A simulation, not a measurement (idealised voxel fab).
The document below concerns the process module designated voxel wiring stack.
Cross-section cut spans 210 nm and uses square cells 5 nm in size.
Reading order for cross-sections: top band down to bottom band. Underlying form: a grid of square cells. Band size: one or more rows of cells.
Heights first: top, then bottom, in nm. Then materials, left to right, each with a width in nm. "everywhere" on a single material: fills the band edge to edge. "empty": empty space.
Heights are measured from 0, the level below which the as-received wafer is all one material; the lowest band has no bottom and continues downward, written as in "0 and below".
You'd read "30->40" like this: the band's top row of cells is as wide as the first number, its bottom row is as wide as the second, and going down, every row changes width by the same amount as the row before did.
"everything unchanged" (step): cross-section cells unchanged, all of them.
So "Enclosed void catalog" is basically the list of trapped voids: any empty space of 8 cells or more that can't reach the top through an opening. They're written width x height at distance, the distance being from the left edge, and it's all nm.
Where a step's line continues beyond its settings, the continuation is a remark by the simulator itself on that step.
On any step carrying a mask, the "overlay nm" setting, if present on the step's line, tells how far right of its planned place the mask lay; negative values point to the left.
Read each pair as before and after one process step. The after cross-section shows only down to the lowest band that changed. The step between them and its settings are given below the pair. Pairs can come from different runs of this module on the same starting wafer. A pair continues from the pair above only where its "State before" entry says so.
STATE BEFORE
  130 down to 120  Cu everywhere
  120 down to 115  TiN: 35, then Cu: 15, then TiN: 25, then Cu: 15, then TiN: 25, then Cu: 15, then TiN: 25, then Cu: 15, then TiN: 40
  115 down to 100  SiO2: 30, then TiN: 5, then Cu: 15, then TiN: 5, then SiO2: 15, then TiN: 5, then Cu: 15, then TiN: 5, then SiO2: 15, then TiN: 5, then Cu: 15, then TiN: 5, then SiO2: 15, then TiN: 5, then Cu: 15, then TiN: 5, then SiO2: 35
  100 down to 95  SiO2: 30, then TiN: 5, then Cu: 5, then TiN: 15, then SiO2: 15, then TiN: 25, then SiO2: 15, then TiN: 5, then Cu: 5, then TiN: 15, then SiO2: 15, then TiN: 25, then SiO2: 35
  95 down to 85  SiO2: 30, then TiN: 5, then Cu: 5, then TiN: 5, then SiO2: 65, then TiN: 5, then Cu: 5, then TiN: 5, then SiO2: 85
  85 down to 80  SiCN: 30, then TiN: 15, then SiCN: 65, then TiN: 15, then SiCN: 85
  80 down to 65  lowk: 30, then TiN: 5, then Cu: 15, then TiN: 5, then lowk: 15, then TiN: 5, then Cu: 15, then TiN: 5, then lowk: 15, then TiN: 5, then Cu: 15, then TiN: 5, then lowk: 15, then TiN: 5, then Cu: 15, then TiN: 5, then lowk: 35
  65 down to 60  SiN: 30, then TiN: 25, then SiN: 15, then TiN: 25, then SiN: 15, then TiN: 25, then SiN: 15, then TiN: 25, then SiN: 35
  60 down to 45  SiO2: 30, then TiN: 5, then Ru: 5, then TiN: 5, then SiO2: 25, then TiN: 5, then Ru: 5, then TiN: 5, then SiO2: 25, then TiN: 5, then Ru: 5, then TiN: 5, then SiO2: 25, then TiN: 5, then Ru: 5, then TiN: 5, then SiO2: 45
  45 down to 40  SiCN: 30, then TiN: 15, then SiCN: 25, then TiN: 15, then SiCN: 25, then TiN: 15, then SiCN: 25, then TiN: 15, then SiCN: 45
  40 down to 15  SiO2: 30, then Ru: 25, then SiO2: 15, then Ru: 25, then SiO2: 15, then Ru: 25, then SiO2: 15, then Ru: 25, then SiO2: 35
  15 down to 10  SiO2: 30, then TiN: 25, then SiO2: 15, then TiN: 25, then SiO2: 15, then TiN: 25, then SiO2: 15, then TiN: 25, then SiO2: 35
  10 down to 0  SiO2 everywhere
  0 and below  Si everywhere
  Enclosed void catalog: none
SECTIONAL RESULT
  120 down to 115  TiN: 35, then Cu: 15, then TiN: 25, then Cu: 15, then TiN: 25, then Cu: 15, then TiN: 25, then Cu: 15, then TiN: 40
  Whatever lies below 115 is exactly as it was before.
  Enclosed void catalog: none
Can you say which step sits between the two cross-sections above? CMP with height nm 120
State before: The structure entering this step is exactly what the pair just above shows after its step.
SECTIONAL RESULT
  125 down to 120  SiN everywhere
  Whatever lies below 120 is exactly as it was before.
  Enclosed void catalog: none
Can you say which step sits between the two cross-sections above? CONFORMAL_DEP with material SiN, thk nm 5
STATE BEFORE
  50 down to 40  aC everywhere
  40 down to 15  Ru everywhere
  15 down to 10  TiN everywhere
  10 down to 0  SiO2 everywhere
  0 and below  Si everywhere
  Enclosed void catalog: none
SECTIONAL RESULT
  75 down to 50  empty: 35, then resist: 15, then empty: 25, then resist: 15, then empty: 25, then resist: 15, then empty: 25, then resist: 15, then empty: 40
  Whatever lies below 50 is exactly as it was before.
  Enclosed void catalog: none
Can you say which step sits between the two cross-sections above? PATTERN with tone cover, mask id METAL_1, material resist, width nm 15, pitch nm 40, thk nm 25, overlay nm 0
State before: The structure entering this step is exactly what the pair just above shows after its step.
SECTIONAL RESULT
  65 down to 50  empty: 35, then resist: 15, then empty: 25, then resist: 15, then empty: 25, then resist: 15, then empty: 25, then resist: 15, then empty: 40
  50 down to 40  empty: 35, then aC: 15, then empty: 25, then aC: 15, then empty: 25, then aC: 15, then empty: 25, then aC: 15, then empty: 40
  Whatever lies below 40 is exactly as it was before.
  Enclosed void catalog: none
Can you say which step sits between the two cross-sections above? DIRECTIONAL_ETCH with etch materials aC, depth nm 10
State before: The structure entering this step is exactly what the pair just above shows after its step.
SECTIONAL RESULT
  50 down to 40  empty: 35, then aC: 15, then empty: 25, then aC: 15, then empty: 25, then aC: 15, then empty: 25, then aC: 15, then empty: 40
  Whatever lies below 40 is exactly as it was before.
  Enclosed void catalog: none
Can you say which step sits between the two cross-sections above? STRIP with etch materials resist
State before: The structure entering this step is exactly what the pair just above shows after its step.
SECTIONAL RESULT
  50 down to 40  empty: 35, then aC: 15, then empty: 25, then aC: 15, then empty: 25, then aC: 15, then empty: 25, then aC: 15, then empty: 40
  40 down to 15  empty: 35, then Ru: 15, then empty: 25, then Ru: 15, then empty: 25, then Ru: 15, then empty: 25, then Ru: 15, then empty: 40
  Whatever lies below 15 is exactly as it was before.
  Enclosed void catalog: none
Can you say which step sits between the two cross-sections above? DIRECTIONAL_ETCH with etch materials Ru, depth nm 25
State before: The structure entering this step is exactly what the pair just above shows after its step.
SECTIONAL RESULT
  50 down to 40  empty: 35, then aC: 15, then empty: 25, then aC: 15, then empty: 25, then aC: 15, then empty: 25, then aC: 15, then empty: 40
  40 down to 15  empty: 35, then Ru: 15, then empty: 25, then Ru: 15, then empty: 25, then Ru: 15, then empty: 25, then Ru: 15, then empty: 40
  15 down to 10  empty: 35, then TiN: 15, then empty: 25, then TiN: 15, then empty: 25, then TiN: 15, then empty: 25, then TiN: 15, then empty: 40
  Whatever lies below 10 is exactly as it was before.
  Enclosed void catalog: none
Can you say which step sits between the two cross-sections above? DIRECTIONAL_ETCH with etch materials TiN, depth nm 5
State before: The structure entering this step is exactly what the pair just above shows after its step.
SECTIONAL RESULT
  40 down to 15  empty: 35, then Ru: 15, then empty: 25, then Ru: 15, then empty: 25, then Ru: 15, then empty: 25, then Ru: 15, then empty: 40
  Whatever lies below 15 is exactly as it was before.
  Enclosed void catalog: none
Can you say which step sits between the two cross-sections above? STRIP with etch materials aC
State before: The structure entering this step is exactly what the pair just above shows after its step.
SECTIONAL RESULT
  45 down to 40  SiO2 everywhere
  40 down to 15  SiO2: 35, then Ru: 15, then SiO2: 25, then Ru: 15, then SiO2: 25, then Ru: 15, then SiO2: 25, then Ru: 15, then SiO2: 40
  15 down to 10  SiO2: 35, then TiN: 15, then SiO2: 25, then TiN: 15, then SiO2: 25, then TiN: 15, then SiO2: 25, then TiN: 15, then SiO2: 40
  Whatever lies below 10 is exactly as it was before.
  Enclosed void catalog: none
Can you say which step sits between the two cross-sections above? FILL_DEP with material SiO2, thk nm 5
State before: The structure entering this step is exactly what the pair just above shows after its step.
SECTIONAL RESULT
  40 down to 15  SiO2: 35, then Ru: 15, then SiO2: 25, then Ru: 15, then SiO2: 25, then Ru: 15, then SiO2: 25, then Ru: 15, then SiO2: 40
  Whatever lies below 15 is exactly as it was before.
  Enclosed void catalog: none
Can you say which step sits between the two cross-sections above? CMP with height nm 40
State before: The structure entering this step is exactly what the pair just above shows after its step.
SECTIONAL RESULT
  45 down to 40  SiCN everywhere
  Whatever lies below 40 is exactly as it was before.
  Enclosed void catalog: none
Can you say which step sits between the two cross-sections above? CONFORMAL_DEP with material SiCN, thk nm 5
State before: The structure entering this step is exactly what the pair just above shows after its step.
SECTIONAL RESULT
  60 down to 45  SiO2 everywhere
  Whatever lies below 45 is exactly as it was before.
  Enclosed void catalog: none
Can you say which step sits between the two cross-sections above? DIRECTIONAL_DEP with material SiO2, thk nm 15
State before: The structure entering this step is exactly what the pair just above shows after its step.
SECTIONAL RESULT
  60 down to 45  SiO2: 30, then empty: 15, then SiO2: 25, then empty: 15, then SiO2: 25, then empty: 15, then SiO2: 25, then empty: 15, then SiO2: 45
  Whatever lies below 45 is exactly as it was before.
  Enclosed void catalog: none
Can you say which step sits between the two cross-sections above? MASKED_ETCH with tone open, mask id PLUG_1, width nm 15, pitch nm 40, etch materials SiO2, depth nm 15, overlay nm 0
State before: The structure entering this step is exactly what the pair just above shows after its step.
SECTIONAL RESULT
  60 down to 45  SiO2: 30, then empty: 15, then SiO2: 25, then empty: 15, then SiO2: 25, then empty: 15, then SiO2: 25, then empty: 15, then SiO2: 45
  45 down to 40  SiCN: 30, then empty: 15, then SiCN: 25, then empty: 15, then SiCN: 25, then empty: 15, then SiCN: 25, then empty: 15, then SiCN: 45
  Whatever lies below 40 is exactly as it was before.
  Enclosed void catalog: none
Can you say which step sits between the two cross-sections above? MASKED_ETCH with tone open, mask id PLUG_1, width nm 15, pitch nm 40, etch materials SiCN, depth nm 5, overlay nm 0
State before: The structure entering this step is exactly what the pair just above shows after its step.
SECTIONAL RESULT
  65 down to 60  TiN: 35, then empty: 5, then TiN: 35, then empty: 5, then TiN: 35, then empty: 5, then TiN: 35, then empty: 5, then TiN: 50
  60 down to 45  SiO2: 30, then TiN: 5, then empty: 5, then TiN: 5, then SiO2: 25, then TiN: 5, then empty: 5, then TiN: 5, then SiO2: 25, then TiN: 5, then empty: 5, then TiN: 5, then SiO2: 25, then TiN: 5, then empty: 5, then TiN: 5, then SiO2: 45
  45 down to 40  SiCN: 30, then TiN: 15, then SiCN: 25, then TiN: 15, then SiCN: 25, then TiN: 15, then SiCN: 25, then TiN: 15, then SiCN: 45
  Whatever lies below 40 is exactly as it was before.
  Enclosed void catalog: none
Can you say which step sits between the two cross-sections above? CONFORMAL_DEP with material TiN, thk nm 5
State before: The structure entering this step is exactly what the pair just above shows after its step.
SECTIONAL RESULT
  75 down to 65  Ru everywhere
  65 down to 60  TiN: 35, then Ru: 5, then TiN: 35, then Ru: 5, then TiN: 35, then Ru: 5, then TiN: 35, then Ru: 5, then TiN: 50
  60 down to 45  SiO2: 30, then TiN: 5, then Ru: 5, then TiN: 5, then SiO2: 25, then TiN: 5, then Ru: 5, then TiN: 5, then SiO2: 25, then TiN: 5, then Ru: 5, then TiN: 5, then SiO2: 25, then TiN: 5, then Ru: 5, then TiN: 5, then SiO2: 45
  Whatever lies below 45 is exactly as it was before.
  Enclosed void catalog: none
Can you say which step sits between the two cross-sections above? FILL_DEP with material Ru, thk nm 10
State before: The structure entering this step is exactly what the pair just above shows after its step.
SECTIONAL RESULT
  60 down to 45  SiO2: 30, then TiN: 5, then Ru: 5, then TiN: 5, then SiO2: 25, then TiN: 5, then Ru: 5, then TiN: 5, then SiO2: 25, then TiN: 5, then Ru: 5, then TiN: 5, then SiO2: 25, then TiN: 5, then Ru: 5, then TiN: 5, then SiO2: 45
  Whatever lies below 45 is exactly as it was before.
  Enclosed void catalog: none
Can you say which step sits between the two cross-sections above? CMP with height nm 60
State before: The structure entering this step is exactly what the pair just above shows after its step.
SECTIONAL RESULT
  65 down to 60  SiN everywhere
  Whatever lies below 60 is exactly as it was before.
  Enclosed void catalog: none
Can you say which step sits between the two cross-sections above? CONFORMAL_DEP with material SiN, thk nm 5
State before: The structure entering this step is exactly what the pair just above shows after its step.
SECTIONAL RESULT
  80 down to 65  lowk everywhere
  Whatever lies below 65 is exactly as it was before.
  Enclosed void catalog: none
Can you say which step sits between the two cross-sections above? DIRECTIONAL_DEP with material lowk, thk nm 15
State before: The structure entering this step is exactly what the pair just above shows after its step.
SECTIONAL RESULT
  90 down to 80  aC everywhere
  Whatever lies below 80 is exactly as it was before.
  Enclosed void catalog: none
Can you say which step sits between the two cross-sections above? DIRECTIONAL_DEP with material aC, thk nm 10
State before: The structure entering this step is exactly what the pair just above shows after its step.
SECTIONAL RESULT
  120 down to 90  resist: 30, then empty: 25, then resist: 15, then empty: 25, then resist: 15, then empty: 25, then resist: 15, then empty: 25, then resist: 35
  Whatever lies below 90 is exactly as it was before.
  Enclosed void catalog: none
Can you say which step sits between the two cross-sections above? PATTERN with tone open, mask id METAL_2, material resist, width nm 25, pitch nm 40, thk nm 30, overlay nm 0
State before: The structure entering this step is exactly what the pair just above shows after its step.
SECTIONAL RESULT
  110 down to 90  resist: 30, then empty: 25, then resist: 15, then empty: 25, then resist: 15, then empty: 25, then resist: 15, then empty: 25, then resist: 35
  90 down to 80  aC: 30, then empty: 25, then aC: 15, then empty: 25, then aC: 15, then empty: 25, then aC: 15, then empty: 25, then aC: 35
  Whatever lies below 80 is exactly as it was before.
  Enclosed void catalog: none
Can you say which step sits between the two cross-sections above? DIRECTIONAL_ETCH with etch materials aC, depth nm 10
State before: The structure entering this step is exactly what the pair just above shows after its step.
SECTIONAL RESULT
  90 down to 80  aC: 30, then empty: 25, then aC: 15, then empty: 25, then aC: 15, then empty: 25, then aC: 15, then empty: 25, then aC: 35
  Whatever lies below 80 is exactly as it was before.
  Enclosed void catalog: none
Can you say which step sits between the two cross-sections above? STRIP with etch materials resist
State before: The structure entering this step is exactly what the pair just above shows after its step.
SECTIONAL RESULT
  90 down to 80  aC: 30, then empty: 25, then aC: 15, then empty: 25, then aC: 15, then empty: 25, then aC: 15, then empty: 25, then aC: 35
  80 down to 65  lowk: 30, then empty: 25, then lowk: 15, then empty: 25, then lowk: 15, then empty: 25, then lowk: 15, then empty: 25, then lowk: 35
  Whatever lies below 65 is exactly as it was before.
  Enclosed void catalog: none
Can you say which step sits between the two cross-sections above? DIRECTIONAL_ETCH with etch materials lowk, depth nm 15
State before: The structure entering this step is exactly what the pair just above shows after its step.
SECTIONAL RESULT
  90 down to 80  aC: 30, then empty: 25, then aC: 15, then empty: 25, then aC: 15, then empty: 25, then aC: 15, then empty: 25, then aC: 35
  80 down to 65  lowk: 30, then empty: 25, then lowk: 15, then empty: 25, then lowk: 15, then empty: 25, then lowk: 15, then empty: 25, then lowk: 35
  65 down to 60  SiN: 30, then empty: 25, then SiN: 15, then empty: 25, then SiN: 15, then empty: 25, then SiN: 15, then empty: 25, then SiN: 35
  Whatever lies below 60 is exactly as it was before.
  Enclosed void catalog: none
Can you say which step sits between the two cross-sections above? DIRECTIONAL_ETCH with etch materials SiN, depth nm 5
State before: The structure entering this step is exactly what the pair just above shows after its step.
SECTIONAL RESULT
  80 down to 65  lowk: 30, then empty: 25, then lowk: 15, then empty: 25, then lowk: 15, then empty: 25, then lowk: 15, then empty: 25, then lowk: 35
  Whatever lies below 65 is exactly as it was before.
  Enclosed void catalog: none
Can you say which step sits between the two cross-sections above? STRIP with etch materials aC
State before: The structure entering this step is exactly what the pair just above shows after its step.
SECTIONAL RESULT
  85 down to 80  TiN: 35, then empty: 15, then TiN: 25, then empty: 15, then TiN: 25, then empty: 15, then TiN: 25, then empty: 15, then TiN: 40
  80 down to 65  lowk: 30, then TiN: 5, then empty: 15, then TiN: 5, then lowk: 15, then TiN: 5, then empty: 15, then TiN: 5, then lowk: 15, then TiN: 5, then empty: 15, then TiN: 5, then lowk: 15, then TiN: 5, then empty: 15, then TiN: 5, then lowk: 35
  65 down to 60  SiN: 30, then TiN: 25, then SiN: 15, then TiN: 25, then SiN: 15, then TiN: 25, then SiN: 15, then TiN: 25, then SiN: 35
  Whatever lies below 60 is exactly as it was before.
  Enclosed void catalog: none
Can you say which step sits between the two cross-sections above? CONFORMAL_DEP with material TiN, thk nm 5
State before: The structure entering this step is exactly what the pair just above shows after its step.
SECTIONAL RESULT
  90 down to 85  Cu everywhere
  85 down to 80  TiN: 35, then Cu: 15, then TiN: 25, then Cu: 15, then TiN: 25, then Cu: 15, then TiN: 25, then Cu: 15, then TiN: 40
  80 down to 65  lowk: 30, then TiN: 5, then Cu: 15, then TiN: 5, then lowk: 15, then TiN: 5, then Cu: 15, then TiN: 5, then lowk: 15, then TiN: 5, then Cu: 15, then TiN: 5, then lowk: 15, then TiN: 5, then Cu: 15, then TiN: 5, then lowk: 35
  Whatever lies below 65 is exactly as it was before.
  Enclosed void catalog: none
Can you say which step sits between the two cross-sections above? FILL_DEP with material Cu, thk nm 5
State before: The structure entering this step is exactly what the pair just above shows after its step.
SECTIONAL RESULT
  80 down to 65  lowk: 30, then TiN: 5, then Cu: 15, then TiN: 5, then lowk: 15, then TiN: 5, then Cu: 15, then TiN: 5, then lowk: 15, then TiN: 5, then Cu: 15, then TiN: 5, then lowk: 15, then TiN: 5, then Cu: 15, then TiN: 5, then lowk: 35
  Whatever lies below 65 is exactly as it was before.
  Enclosed void catalog: none
Can you say which step sits between the two cross-sections above? CMP with height nm 80
State before: The structure entering this step is exactly what the pair just above shows after its step.
SECTIONAL RESULT
  85 down to 80  SiCN everywhere
  Whatever lies below 80 is exactly as it was before.
  Enclosed void catalog: none
Can you say which step sits between the two cross-sections above? CONFORMAL_DEP with material SiCN, thk nm 5
State before: The structure entering this step is exactly what the pair just above shows after its step.
SECTIONAL RESULT
  115 down to 85  SiO2 everywhere
  Whatever lies below 85 is exactly as it was before.
  Enclosed void catalog: none
Can you say which step sits between the two cross-sections above? DIRECTIONAL_DEP with material SiO2, thk nm 30
State before: The structure entering this step is exactly what the pair just above shows after its step.
SECTIONAL RESULT
  115 down to 85  SiO2: 30, then empty: 15, then SiO2: 65, then empty: 15, then SiO2: 85
  Whatever lies below 85 is exactly as it was before.
  Enclosed void catalog: none
Can you say which step sits between the two cross-sections above? MASKED_ETCH with tone open, mask id METAL_3_HOLES, width nm 15, pitch nm 80, etch materials SiO2, depth nm 30, overlay nm 0
State before: The structure entering this step is exactly what the pair just above shows after its step.
SECTIONAL RESULT
  130 down to 115  aC: 30, then empty: 15, then aC: 65, then empty: 15, then aC: 85
  115 down to 100  SiO2: 30, then empty: 15, then SiO2: 65, then empty: 15, then SiO2: 85
  100 down to 85  SiO2: 30, then aC: 15, then SiO2: 65, then aC: 15, then SiO2: 85
  Whatever lies below 85 is exactly as it was before.
  Enclosed void catalog: none
Can you say which step sits between the two cross-sections above? DIRECTIONAL_DEP with material aC, thk nm 15
State before: The structure entering this step is exactly what the pair just above shows after its step.
SECTIONAL RESULT
  160 down to 130  resist: 30, then empty: 25, then resist: 15, then empty: 25, then resist: 15, then empty: 25, then resist: 15, then empty: 25, then resist: 35
  Whatever lies below 130 is exactly as it was before.
  Enclosed void catalog: none
Can you say which step sits between the two cross-sections above? PATTERN with tone open, mask id METAL_3, material resist, width nm 25, pitch nm 40, thk nm 30, overlay nm 0
State before: The structure entering this step is exactly what the pair just above shows after its step.
SECTIONAL RESULT
  145 down to 130  resist: 30, then empty: 25, then resist: 15, then empty: 25, then resist: 15, then empty: 25, then resist: 15, then empty: 25, then resist: 35
  130 down to 115  aC: 30, then empty: 25, then aC: 15, then empty: 25, then aC: 15, then empty: 25, then aC: 15, then empty: 25, then aC: 35
  115 down to 85  SiO2: 30, then empty: 15, then SiO2: 65, then empty: 15, then SiO2: 85
  Whatever lies below 85 is exactly as it was before.
  Enclosed void catalog: none
Can you say which step sits between the two cross-sections above? DIRECTIONAL_ETCH with etch materials aC, depth nm 15
State before: The structure entering this step is exactly what the pair just above shows after its step.
SECTIONAL RESULT
  130 down to 115  aC: 30, then empty: 25, then aC: 15, then empty: 25, then aC: 15, then empty: 25, then aC: 15, then empty: 25, then aC: 35
  Whatever lies below 115 is exactly as it was before.
  Enclosed void catalog: none
Can you say which step sits between the two cross-sections above? STRIP with etch materials resist
State before: The structure entering this step is exactly what the pair just above shows after its step.
SECTIONAL RESULT
  130 down to 115  aC: 30, then empty: 25, then aC: 15, then empty: 25, then aC: 15, then empty: 25, then aC: 15, then empty: 25, then aC: 35
  115 down to 95  SiO2: 30, then empty: 25, then SiO2: 15, then empty: 25, then SiO2: 15, then empty: 25, then SiO2: 15, then empty: 25, then SiO2: 35
  Whatever lies below 95 is exactly as it was before.
  Enclosed void catalog: none
Can you say which step sits between the two cross-sections above? DIRECTIONAL_ETCH with etch materials SiO2, depth nm 20
State before: The structure entering this step is exactly what the pair just above shows after its step.
SECTIONAL RESULT
  130 down to 115  aC: 30, then empty: 25, then aC: 15, then empty: 25, then aC: 15, then empty: 25, then aC: 15, then empty: 25, then aC: 35
  115 down to 95  SiO2: 30, then empty: 25, then SiO2: 15, then empty: 25, then SiO2: 15, then empty: 25, then SiO2: 15, then empty: 25, then SiO2: 35
  95 down to 85  SiO2: 30, then empty: 15, then SiO2: 65, then empty: 15, then SiO2: 85
  85 down to 80  SiCN: 30, then empty: 15, then SiCN: 65, then empty: 15, then SiCN: 85
  Whatever lies below 80 is exactly as it was before.
  Enclosed void catalog: none
Can you say which step sits between the two cross-sections above? DIRECTIONAL_ETCH with etch materials SiCN, depth nm 5
State before: The structure entering this step is exactly what the pair just above shows after its step.
SECTIONAL RESULT
  115 down to 95  SiO2: 30, then empty: 25, then SiO2: 15, then empty: 25, then SiO2: 15, then empty: 25, then SiO2: 15, then empty: 25, then SiO2: 35
  Whatever lies below 95 is exactly as it was before.
  Enclosed void catalog: none
Can you say which step sits between the two cross-sections above? STRIP with etch materials aC
State before: The structure entering this step is exactly what the pair just above shows after its step.
SECTIONAL RESULT
  120 down to 115  TiN: 35, then empty: 15, then TiN: 25, then empty: 15, then TiN: 25, then empty: 15, then TiN: 25, then empty: 15, then TiN: 40
  115 down to 100  SiO2: 30, then TiN: 5, then empty: 15, then TiN: 5, then SiO2: 15, then TiN: 5, then empty: 15, then TiN: 5, then SiO2: 15, then TiN: 5, then empty: 15, then TiN: 5, then SiO2: 15, then TiN: 5, then empty: 15, then TiN: 5, then SiO2: 35
  100 down to 95  SiO2: 30, then TiN: 5, then empty: 5, then TiN: 15, then SiO2: 15, then TiN: 25, then SiO2: 15, then TiN: 5, then empty: 5, then TiN: 15, then SiO2: 15, then TiN: 25, then SiO2: 35
  95 down to 85  SiO2: 30, then TiN: 5, then empty: 5, then TiN: 5, then SiO2: 65, then TiN: 5, then empty: 5, then TiN: 5, then SiO2: 85
  85 down to 80  SiCN: 30, then TiN: 15, then SiCN: 65, then TiN: 15, then SiCN: 85
  Whatever lies below 80 is exactly as it was before.
  Enclosed void catalog: none
Can you say which step sits between the two cross-sections above? CONFORMAL_DEP with material TiN, thk nm 5
State before: The structure entering this step is exactly what the pair just above shows after its step.
SECTIONAL RESULT
  130 down to 120  Cu everywhere
  120 down to 115  TiN: 35, then Cu: 15, then TiN: 25, then Cu: 15, then TiN: 25, then Cu: 15, then TiN: 25, then Cu: 15, then TiN: 40
  115 down to 100  SiO2: 30, then TiN: 5, then Cu: 15, then TiN: 5, then SiO2: 15, then TiN: 5, then Cu: 15, then TiN: 5, then SiO2: 15, then TiN: 5, then Cu: 15, then TiN: 5, then SiO2: 15, then TiN: 5, then Cu: 15, then TiN: 5, then SiO2: 35
  100 down to 95  SiO2: 30, then TiN: 5, then Cu: 5, then TiN: 15, then SiO2: 15, then TiN: 25, then SiO2: 15, then TiN: 5, then Cu: 5, then TiN: 15, then SiO2: 15, then TiN: 25, then SiO2: 35
  95 down to 85  SiO2: 30, then TiN: 5, then Cu: 5, then TiN: 5, then SiO2: 65, then TiN: 5, then Cu: 5, then TiN: 5, then SiO2: 85
  Whatever lies below 85 is exactly as it was before.
  Enclosed void catalog: none
Can you say which step sits between the two cross-sections above? FILL_DEP with material Cu, thk nm 10
State before: The structure entering this step is exactly what the pair just above shows after its step.
SECTIONAL RESULT
  115 down to 100  SiO2: 30, then TiN: 5, then Cu: 15, then TiN: 5, then SiO2: 15, then TiN: 5, then Cu: 15, then TiN: 5, then SiO2: 15, then TiN: 5, then Cu: 15, then TiN: 5, then SiO2: 15, then TiN: 5, then Cu: 15, then TiN: 5, then SiO2: 35
  Whatever lies below 100 is exactly as it was before.
  Enclosed void catalog: none
Can you say which step sits between the two cross-sections above? CMP with height nm 115
State before: The structure entering this step is exactly what the pair just above shows after its step.
SECTIONAL RESULT
  120 down to 115  SiN everywhere
  Whatever lies below 115 is exactly as it was before.
  Enclosed void catalog: none
Can you say which step sits between the two cross-sections above? CONFORMAL_DEP with material SiN, thk nm 5
STATE BEFORE
  60 down to 45  SiO2: 30, then empty: 15, then SiO2: 25, then empty: 15, then SiO2: 25, then empty: 15, then SiO2: 25, then empty: 15, then SiO2: 45
  45 down to 40  SiCN everywhere
  40 down to 15  SiO2: 30, then Ru: 25, then SiO2: 15, then Ru: 25, then SiO2: 15, then Ru: 25, then SiO2: 15, then Ru: 25, then SiO2: 35
  15 down to 10  SiO2: 30, then TiN: 25, then SiO2: 15, then TiN: 25, then SiO2: 15, then TiN: 25, then SiO2: 15, then TiN: 25, then SiO2: 35
  10 down to 0  SiO2 everywhere
  0 and below  Si everywhere
  Enclosed void catalog: none
SECTIONAL RESULT
  60 down to 45  SiO2: 30, then empty: 15, then SiO2: 25, then empty: 15, then SiO2: 25, then empty: 15, then SiO2: 25, then empty: 15, then SiO2: 45
  45 down to 40  SiCN: 30, then empty: 10, then SiCN: 30, then empty: 10, then SiCN: 30, then empty: 10, then SiCN: 30, then empty: 10, then SiCN: 50
  Whatever lies below 40 is exactly as it was before.
  Enclosed void catalog: none
Can you say which step sits between the two cross-sections above? MASKED_ETCH with tone open, mask id PLUG_1, width nm 15, pitch nm 40, etch materials SiCN, depth nm 5, overlay nm -5
State before: The structure entering this step is exactly what the pair just above shows after its step.
SECTIONAL RESULT
  65 down to 60  TiN: 35, then empty: 5, then TiN: 35, then empty: 5, then TiN: 35, then empty: 5, then TiN: 35, then empty: 5, then TiN: 50
  60 down to 50  SiO2: 30, then TiN: 5, then empty: 5, then TiN: 5, then SiO2: 25, then TiN: 5, then empty: 5, then TiN: 5, then SiO2: 25, then TiN: 5, then empty: 5, then TiN: 5, then SiO2: 25, then TiN: 5, then empty: 5, then TiN: 5, then SiO2: 45
  50 down to 45  SiO2: 30, then TiN: 15, then SiO2: 25, then TiN: 15, then SiO2: 25, then TiN: 15, then SiO2: 25, then TiN: 15, then SiO2: 45
  45 down to 40  SiCN: 30, then TiN: 10, then SiCN: 30, then TiN: 10, then SiCN: 30, then TiN: 10, then SiCN: 30, then TiN: 10, then SiCN: 50
  Whatever lies below 40 is exactly as it was before.
  Enclosed void catalog: none
Can you say which step sits between the two cross-sections above? CONFORMAL_DEP with material TiN, thk nm 5
State before: The structure entering this step is exactly what the pair just above shows after its step.
SECTIONAL RESULT
  75 down to 65  Ru everywhere
  65 down to 60  TiN: 35, then Ru: 5, then TiN: 35, then Ru: 5, then TiN: 35, then Ru: 5, then TiN: 35, then Ru: 5, then TiN: 50
  60 down to 50  SiO2: 30, then TiN: 5, then Ru: 5, then TiN: 5, then SiO2: 25, then TiN: 5, then Ru: 5, then TiN: 5, then SiO2: 25, then TiN: 5, then Ru: 5, then TiN: 5, then SiO2: 25, then TiN: 5, then Ru: 5, then TiN: 5, then SiO2: 45
  Whatever lies below 50 is exactly as it was before.
  Enclosed void catalog: none
Can you say which step sits between the two cross-sections above? FILL_DEP with material Ru, thk nm 10
State before: The structure entering this step is exactly what the pair just above shows after its step.
SECTIONAL RESULT
  60 down to 50  SiO2: 30, then TiN: 5, then Ru: 5, then TiN: 5, then SiO2: 25, then TiN: 5, then Ru: 5, then TiN: 5, then SiO2: 25, then TiN: 5, then Ru: 5, then TiN: 5, then SiO2: 25, then TiN: 5, then Ru: 5, then TiN: 5, then SiO2: 45
  Whatever lies below 50 is exactly as it was before.
  Enclosed void catalog: none
Can you say which step sits between the two cross-sections above? CMP with height nm 60
State before: The structure entering this step is exactly what the pair just above shows after its step.
SECTIONAL RESULT
  65 down to 60  SiN everywhere
  Whatever lies below 60 is exactly as it was before.
  Enclosed void catalog: none
Can you say which step sits between the two cross-sections above? CONFORMAL_DEP with material SiN, thk nm 5
State before: The structure entering this step is exactly what the pair just above shows after its step.
SECTIONAL RESULT
  80 down to 65  lowk everywhere
  Whatever lies below 65 is exactly as it was before.
  Enclosed void catalog: none
Can you say which step sits between the two cross-sections above? DIRECTIONAL_DEP with material lowk, thk nm 15
State before: The structure entering this step is exactly what the pair just above shows after its step.
SECTIONAL RESULT
  90 down to 80  aC everywhere
  Whatever lies below 80 is exactly as it was before.
  Enclosed void catalog: none
Can you say which step sits between the two cross-sections above? DIRECTIONAL_DEP with material aC, thk nm 10
State before: The structure entering this step is exactly what the pair just above shows after its step.
SECTIONAL RESULT
  120 down to 90  resist: 30, then empty: 25, then resist: 15, then empty: 25, then resist: 15, then empty: 25, then resist: 15, then empty: 25, then resist: 35
  Whatever lies below 90 is exactly as it was before.
  Enclosed void catalog: none
Can you say which step sits between the two cross-sections above? PATTERN with tone open, mask id METAL_2, material resist, width nm 25, pitch nm 40, thk nm 30, overlay nm 0
State before: The structure entering this step is exactly what the pair just above shows after its step.
SECTIONAL RESULT
  110 down to 90  resist: 30, then empty: 25, then resist: 15, then empty: 25, then resist: 15, then empty: 25, then resist: 15, then empty: 25, then resist: 35
  90 down to 80  aC: 30, then empty: 25, then aC: 15, then empty: 25, then aC: 15, then empty: 25, then aC: 15, then empty: 25, then aC: 35
  Whatever lies below 80 is exactly as it was before.
  Enclosed void catalog: none
Can you say which step sits between the two cross-sections above? DIRECTIONAL_ETCH with etch materials aC, depth nm 10
State before: The structure entering this step is exactly what the pair just above shows after its step.
SECTIONAL RESULT
  90 down to 80  aC: 30, then empty: 25, then aC: 15, then empty: 25, then aC: 15, then empty: 25, then aC: 15, then empty: 25, then aC: 35
  Whatever lies below 80 is exactly as it was before.
  Enclosed void catalog: none
Can you say which step sits between the two cross-sections above? STRIP with etch materials resist
